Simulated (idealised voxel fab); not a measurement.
The process module presented herein is designated voxel double patterning.
We display cut, a cross-section 215 nm in width whose square cells are each 5 nm.
Bands, listed from the top down, are how a cross-section gets written in this document; the cross-section itself is a grid of square cells, and a band is one or more rows of them. Look at the band entry: it leads with the top's height and the bottom's height in nm. Then it lists the materials left to right, with a width in nm for each. The word "all across" on a single material says that material fills the band edge to edge. The word "blank" is empty space. It should be noted that heights are counted from 0, beneath which the wafer as supplied is of one material throughout, and that the lowest band possesses no lower boundary but continues downward, as written in "0 -> down". Graded width ("30 to 40"): value in top row of band = first number; value in bottom row = second number; row-to-row change constant. You'll sometimes find "all unchanged" written for a step, and that's the way of saying that nowhere in the cross-section did a cell change during that step. Empty spaces without an open route to the top, at least 8 cells in extent, make up the entry "Completely sealed voids"; each is given as width x height at distance, where the distance is measured from the left edge, and all are in nm. Post-settings text on a step line: simulator's own remark regarding the step. When a step includes a mask, the "overlay nm" setting on its line states how far to the right of its planned place that mask lay, and negative values state how far to the left.
Process steps - plan:
1,RECEIVE | material Si
2,CONFORMAL_DEP | material SiO2 | thk nm 10
3,DIRECTIONAL_DEP | material polySi | thk nm 10
4,DIRECTIONAL_DEP | material SiCN | thk nm 10
5,PATTERN | tone open | mask id FIRST | material resist | width nm 15 | pitch nm 50 | thk nm 15 | overlay nm 0
6,DIRECTIONAL_ETCH | etch materials SiCN | depth nm 10
7,STRIP | etch materials resist
8,DIRECTIONAL_DEP | material aC | thk nm 10
9,PATTERN | tone open | mask id SECOND | material resist | width nm 15 | pitch nm 50 | thk nm 30 | overlay nm 0
10,DIRECTIONAL_ETCH | etch materials aC | depth nm 10
11,STRIP | etch materials resist
12,DIRECTIONAL_ETCH | etch materials SiCN | depth nm 10
13,STRIP | etch materials aC
14,DIRECTIONAL_ETCH | etch materials polySi | depth nm 10
15,STRIP | etch materials SiCN
Cross-section, incoming material, after step 1:
    0 -> down  Si all across
    Completely sealed voids: none
Module complete, cross-section. Starting point and plan per above. One mistake made in running the module:
    25 -> 15  polySi 50  blank 15  polySi 10  blank 15  polySi 10  blank 15  polySi 10  blank 15  polySi 10  blank 15  polySi 50
    15 -> 10  polySi all across
    10 -> 0  SiO2 all across
    0 -> down  Si all across
    Completely sealed voids: none
Deviation noted in wafer processing: not per plan at step 3, really ran DIRECTIONAL_DEP | material polySi | thk nm 15
